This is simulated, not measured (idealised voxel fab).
process module | voxel gate over fins
cross-section cut | 230 nm wide | cells 5 nm
A cross-section is a grid of square cells, given in bands from the top down. A band is one or more rows of cells.
Each band's line starts with the height of the band's top and of its bottom, in nm. Then come its materials from left to right, each with its width in nm. One material with "throughout" fills the band from edge to edge. "air" is empty space.
Height 0 is the level under which the wafer as received is all one material. The lowest band goes on downwards, as in "0 down".
A width such as "30 to 40" changes by the same amount from each row of cells to the next, from the band's top row to its bottom row.
"no change" after a step means that no cell of the cross-section changed.
closed voids: empty space of 8 cells or more with no open way to the top, each as width x height at its distance from the left edge, in nm
after a step's settings: what the simulator itself notes on the step
overlay nm, on a step with a mask: how far to the right of its planned place the mask lay; to the left if negative
plan
1 op RECEIVE | material Si
2 op CONFORMAL_DEP | material SiN | thk nm 10
3 op MASKED_ETCH | tone cover | mask id FINS | width nm 15 | pitch nm 40 | etch materials SiN | depth nm 10 | overlay nm 0
4 op MASKED_ETCH | tone cover | mask id FINS | width nm 15 | pitch nm 40 | etch materials Si | depth nm 35 | overlay nm 0
5 op FILL_DEP | material SiO2 | thk nm 15
6 op CMP | height nm 0
7 op SELECTIVE_ETCH | etch materials SiO2 | depth nm 20
8 op STRIP | etch materials SiN
9 op CONFORMAL_DEP | material HfO2 | thk nm 5
10 op CONFORMAL_DEP | material TiN | thk nm 5
11 op CONFORMAL_DEP | material TiAl | thk nm 5
12 op CONFORMAL_DEP | material TiN | thk nm 5
13 op FILL_DEP | material W | thk nm 15
14 op CMP | height nm 30
15 op CONFORMAL_DEP | material SiCN | thk nm 5
varied across the wafers: height nm of step 6. The plan shows the first wafer's value. All wafers start alike
first wafer as received, after step 1
  0 down: Si throughout
  closed voids: none
each wafer at the end: cells of each material gained (+) or lost (-) since it was received, then its closed voids
height nm 0 | +78 HfO2 | -238 Si | +46 SiCN | +102 SiO2 | +66 TiAl | +132 TiN | +136 W | closed voids: none
height nm 5 | +70 HfO2 | -238 Si | +46 SiCN | +136 SiO2 | +61 TiAl | +122 TiN | +125 W | closed voids: none
height nm 10 | +62 HfO2 | -238 Si | +46 SiCN | +170 SiO2 | +56 TiAl | +112 TiN | +114 W | closed voids: none
height nm 15 | +54 HfO2 | -238 Si | +46 SiCN | +204 SiO2 | +51 TiAl | +102 TiN | +103 W | closed voids: none
height nm 20 | +46 HfO2 | -238 Si | +46 SiCN | +238 SiO2 | +46 TiAl | +92 TiN | +92 W | closed voids: none
height nm 25 | +54 HfO2 | -238 Si | +46 SiCN | +272 SiO2 | +46 TiAl | +96 TiN | +46 W | closed voids: none
